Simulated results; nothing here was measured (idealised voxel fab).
The process module that follows is named voxel double patterning.
The cross-section on display is named cut; it measures 180 nm wide, and its cells are 5 nm squares.
Cross-section layout: square cells on a grid; listed as bands, top to bottom; a band spans one or more cell rows.
Band: top height; bottom height; in nm. Then, left to right: material with width in nm, for each material. "everywhere": a single material spanning edge to edge. "empty": empty space.
Beneath 0, the wafer as received is one material, and that level is where height counting begins. The lowest band goes on downward without a bottom; it is written like "z 0 and below".
The expression "30..40" gives the width at the extremes of the band, the first number at its top row of cells and the second at its bottom row, with the width changing by equal amounts from each row to the next in between.
You'll sometimes find "no modifications" written for a step, and that's the way of saying that nowhere in the cross-section did a cell change during that step.
If an empty space has no open way to the top and is at least 8 cells in size, "Enclosed internal voids" lists it, written width x height at distance, where distance is measured from the left edge and every value is in nm.
Text after the settings on a step's line: the simulator's own remark on that step.
For masked steps, "overlay nm" on the step line gives how far right of plan the mask actually lay; a minus sign means it lay to the left.

These are the steps we planned for the process
1: RECEIVE, material Si
2: CONFORMAL_DEP, material SiO2, thk nm 10
3: DIRECTIONAL_DEP, material polySi, thk nm 20
4: DIRECTIONAL_DEP, material SiN, thk nm 5
5: DIRECTIONAL_DEP, material aC, thk nm 10
6: PATTERN, tone open, mask id FIRST, material resist, width nm 15, pitch nm 50, thk nm 25, overlay nm 0
7: DIRECTIONAL_ETCH, etch materials aC, depth nm 10
8: STRIP, etch materials resist
9: DIRECTIONAL_ETCH, etch materials SiN, depth nm 5
10: STRIP, etch materials aC
11: DIRECTIONAL_DEP, material aC, thk nm 15
12: PATTERN, tone open, mask id SECOND, material resist, width nm 15, pitch nm 50, thk nm 30, overlay nm 0
13: DIRECTIONAL_ETCH, etch materials aC, depth nm 15
14: STRIP, etch materials resist
15: DIRECTIONAL_ETCH, etch materials SiN, depth nm 5
16: STRIP, etch materials aC
17: DIRECTIONAL_ETCH, etch materials polySi, depth nm 20
18: STRIP, etch materials SiN
For clarity, it should be stated that the wafers under discussion commence in an identical condition and differ with respect to the width nm of step 12, the plan indicating the value that the first wafer had.

First of several wafers, received after step 1, in cross-section
- z 0 and below = Si everywhere
- Enclosed internal voids: none

Take any row and you have a wafer at the end of the module: how many cells of each material it has gained (+) or lost (-) since it was received, and then its closed voids
width nm 15 | +72 SiO2 | +84 polySi | Enclosed internal voids: none
width nm 20 | +72 SiO2 | +76 polySi | Enclosed internal voids: none
width nm 25 | +72 SiO2 | +68 polySi | Enclosed internal voids: none
width nm 30 | +72 SiO2 | +60 polySi | Enclosed internal voids: none
